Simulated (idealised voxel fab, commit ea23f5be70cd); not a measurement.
The following process module bears the name voxel wiring stack.
In the cross-section labelled cut, the width is 300 nm and each square cell is 5 nm.
Throughout this document, each cross-section is represented as a grid of square cells and is presented as a sequence of bands enumerated from the top downward, where a band comprises one or more rows of cells.
Look at the band entry: it leads with the top's height and the bottom's height in nm. Then it lists the materials left to right, with a width in nm for each. The word "edge to edge" on a single material says that material fills the band edge to edge. The word "air" is empty space.
Note: height 0 marks the level under which the wafer is uniformly one material as received. Lowest band unbounded below, written "0..down".
Quick explanation for "30..40": the width changes in equal steps down the rows of cells, from the first number in the band's top row to the second number in its bottom row.
You'll sometimes find "nothing was modified" written for a step, and that's the way of saying that nowhere in the cross-section did a cell change during that step.
Enclosed voids (no open way to top), threshold 8 cells or more, entry "Fully sealed cavities", notation width x height at distance, distance from left edge, nm.
On a step's line, text after the settings is the simulator commenting on that step.
Steps that use a mask can have "overlay nm" on their line. It says how far the mask sat to the right of where it was meant to be. Negative means to the left.

The steps planned for the process are as follows
1,RECEIVE (material Si)
2,CONFORMAL_DEP (material SiO2; thk nm 10)
3,DIRECTIONAL_DEP (material TiN; thk nm 5)
4,DIRECTIONAL_DEP (material W; thk nm 25)
5,MASKED_ETCH (tone cover; mask id METAL_1; width nm 25; pitch nm 45; etch materials W; depth nm 25; overlay nm 0)
6,MASKED_ETCH (tone cover; mask id METAL_1; width nm 25; pitch nm 45; etch materials TiN; depth nm 5; overlay nm 0)
7,FILL_DEP (material lowk; thk nm 10)
8,CMP (height nm 40)
9,CONFORMAL_DEP (material SiCN; thk nm 5)
10,DIRECTIONAL_DEP (material lowk; thk nm 20)
11,MASKED_ETCH (tone open; mask id PLUG_1; width nm 15; pitch nm 45; etch materials lowk; depth nm 20; overlay nm 0)
12,MASKED_ETCH (tone open; mask id PLUG_1; width nm 15; pitch nm 45; etch materials SiCN; depth nm 5; overlay nm 0)
13,CONFORMAL_DEP (material TiN; thk nm 5)
14,FILL_DEP (material W; thk nm 5)
15,CMP (height nm 65)
16,CONFORMAL_DEP (material SiN; thk nm 5)
17,DIRECTIONAL_DEP (material SiO2; thk nm 20)
18,DIRECTIONAL_DEP (material aC; thk nm 10)
19,PATTERN (tone open; mask id METAL_2; material resist; width nm 25; pitch nm 45; thk nm 25; overlay nm 0)
20,DIRECTIONAL_ETCH (etch materials aC; depth nm 10)
21,STRIP (etch materials resist)
22,DIRECTIONAL_ETCH (etch materials SiO2; depth nm 20)
23,DIRECTIONAL_ETCH (etch materials SiN; depth nm 5)
24,STRIP (etch materials aC)
25,CONFORMAL_DEP (material TiN; thk nm 5)
26,FILL_DEP (material Cu; thk nm 5)
27,CMP (height nm 90)
28,CONFORMAL_DEP (material SiN; thk nm 5)

So, the first of our two wafers, run just as we planned it

Here's what the wafer looked like in cross-section when it arrived - that's after step 1
  0..down  Si edge to edge
  Fully sealed cavities: none

State of the wafer after step 2, shown in cross-section
  10..0  SiO2 edge to edge
  Under 0: no change, same as before.

State of the wafer after step 3, shown in cross-section
  15..10  TiN edge to edge
  Under 10: no change, same as before.

State of the wafer after step 4, shown in cross-section
  40..15  W edge to edge
  Under 15: no change, same as before.

State of the wafer after step 5, shown in cross-section
  40..15  air 115 nm; W 25 nm; air 20 nm; W 25 nm; air 115 nm
  Under 15: no change, same as before.

State of the wafer after step 6, shown in cross-section
  40..15  air 115 nm; W 25 nm; air 20 nm; W 25 nm; air 115 nm
  15..10  air 115 nm; TiN 25 nm; air 20 nm; TiN 25 nm; air 115 nm
  Under 10: no change, same as before.

State of the wafer after step 7, shown in cross-section
  50..40  lowk edge to edge
  40..15  lowk 115 nm; W 25 nm; lowk 20 nm; W 25 nm; lowk 115 nm
  15..10  lowk 115 nm; TiN 25 nm; lowk 20 nm; TiN 25 nm; lowk 115 nm
  Under 10: no change, same as before.

State of the wafer after step 8, shown in cross-section
  40..15  lowk 115 nm; W 25 nm; lowk 20 nm; W 25 nm; lowk 115 nm
  Under 15: no change, same as before.

State of the wafer after step 9, shown in cross-section
  45..40  SiCN edge to edge
  Under 40: no change, same as before.

State of the wafer after step 10, shown in cross-section
  65..45  lowk edge to edge
  Under 45: no change, same as before.

State of the wafer after step 11, shown in cross-section
  65..45  lowk 115 nm; air 15 nm; lowk 30 nm; air 15 nm; lowk 125 nm
  Under 45: no change, same as before.

State of the wafer after step 12, shown in cross-section
  65..45  lowk 115 nm; air 15 nm; lowk 30 nm; air 15 nm; lowk 125 nm
  45..40  SiCN 115 nm; air 15 nm; SiCN 30 nm; air 15 nm; SiCN 125 nm
  Under 40: no change, same as before.

State of the wafer after step 13, shown in cross-section
  70..65  TiN 120 nm; air 5 nm; TiN 40 nm; air 5 nm; TiN 130 nm
  65..45  lowk 115 nm; TiN 5 nm; air 5 nm; TiN 5 nm; lowk 30 nm; TiN 5 nm; air 5 nm; TiN 5 nm; lowk 125 nm
  45..40  SiCN 115 nm; TiN 15 nm; SiCN 30 nm; TiN 15 nm; SiCN 125 nm
  Under 40: no change, same as before.

State of the wafer after step 14, shown in cross-section
  75..70  W edge to edge
  70..65  TiN 120 nm; W 5 nm; TiN 40 nm; W 5 nm; TiN 130 nm
  65..45  lowk 115 nm; TiN 5 nm; W 5 nm; TiN 5 nm; lowk 30 nm; TiN 5 nm; W 5 nm; TiN 5 nm; lowk 125 nm
  Under 45: no change, same as before.

State of the wafer after step 15, shown in cross-section
  65..45  lowk 115 nm; TiN 5 nm; W 5 nm; TiN 5 nm; lowk 30 nm; TiN 5 nm; W 5 nm; TiN 5 nm; lowk 125 nm
  Under 45: no change, same as before.

State of the wafer after step 16, shown in cross-section
  70..65  SiN edge to edge
  Under 65: no change, same as before.

State of the wafer after step 17, shown in cross-section
  90..70  SiO2 edge to edge
  Under 70: no change, same as before.

State of the wafer after step 18, shown in cross-section
  100..90  aC edge to edge
  Under 90: no change, same as before.

State of the wafer after step 19, shown in cross-section
  125..100  resist 115 nm; air 25 nm; resist 20 nm; air 25 nm; resist 115 nm
  Under 100: no change, same as before.

State of the wafer after step 20, shown in cross-section
  115..100  resist 115 nm; air 25 nm; resist 20 nm; air 25 nm; resist 115 nm
  100..90  aC 115 nm; air 25 nm; aC 20 nm; air 25 nm; aC 115 nm
  Under 90: no change, same as before.

State of the wafer after step 21, shown in cross-section
  100..90  aC 115 nm; air 25 nm; aC 20 nm; air 25 nm; aC 115 nm
  Under 90: no change, same as before.

State of the wafer after step 22, shown in cross-section
  100..90  aC 115 nm; air 25 nm; aC 20 nm; air 25 nm; aC 115 nm
  90..70  SiO2 115 nm; air 25 nm; SiO2 20 nm; air 25 nm; SiO2 115 nm
  Under 70: no change, same as before.

State of the wafer after step 23, shown in cross-section
  100..90  aC 115 nm; air 25 nm; aC 20 nm; air 25 nm; aC 115 nm
  90..70  SiO2 115 nm; air 25 nm; SiO2 20 nm; air 25 nm; SiO2 115 nm
  70..65  SiN 115 nm; air 25 nm; SiN 20 nm; air 25 nm; SiN 115 nm
  Under 65: no change, same as before.

State of the wafer after step 24, shown in cross-section
  90..70  SiO2 115 nm; air 25 nm; SiO2 20 nm; air 25 nm; SiO2 115 nm
  Under 70: no change, same as before.

State of the wafer after step 25, shown in cross-section
  95..90  TiN 120 nm; air 15 nm; TiN 30 nm; air 15 nm; TiN 120 nm
  90..70  SiO2 115 nm; TiN 5 nm; air 15 nm; TiN 5 nm; SiO2 20 nm; TiN 5 nm; air 15 nm; TiN 5 nm; SiO2 115 nm
  70..65  SiN 115 nm; TiN 25 nm; SiN 20 nm; TiN 25 nm; SiN 115 nm
  Under 65: no change, same as before.

State of the wafer after step 26, shown in cross-section
  100..95  Cu edge to edge
  95..90  TiN 120 nm; Cu 15 nm; TiN 30 nm; Cu 15 nm; TiN 120 nm
  90..70  SiO2 115 nm; TiN 5 nm; Cu 15 nm; TiN 5 nm; SiO2 20 nm; TiN 5 nm; Cu 15 nm; TiN 5 nm; SiO2 115 nm
  Under 70: no change, same as before.

State of the wafer after step 27, shown in cross-section
  90..70  SiO2 115 nm; TiN 5 nm; Cu 15 nm; TiN 5 nm; SiO2 20 nm; TiN 5 nm; Cu 15 nm; TiN 5 nm; SiO2 115 nm
  Under 70: no change, same as before.

State of the wafer after step 28, shown in cross-section
  95..90  SiN edge to edge
  Under 90: no change, same as before.

Companion wafer, the second of two: same beginning, same intended sequence, one mistake in carrying it out; through step 26 inclusive it tracks the first exactly

Cross-section of the second wafer at the time by which step 27 should have been completed according to the plan
  80..70  SiO2 115 nm; TiN 5 nm; Cu 15 nm; TiN 5 nm; SiO2 20 nm; TiN 5 nm; Cu 15 nm; TiN 5 nm; SiO2 115 nm
  Under 70: no change, same as before.

Cross-section of the second wafer at the time by which step 28 should have been completed according to the plan
  85..80  SiN edge to edge
  Under 80: no change, same as before.
Short version of what went wrong: planned and actual differ for step 27; actual: CMP (height nm 80)
Wafer comparison, final, in cells, second relative to first, materials more or fewer: Cu -12; SiO2 -100; TiN -8
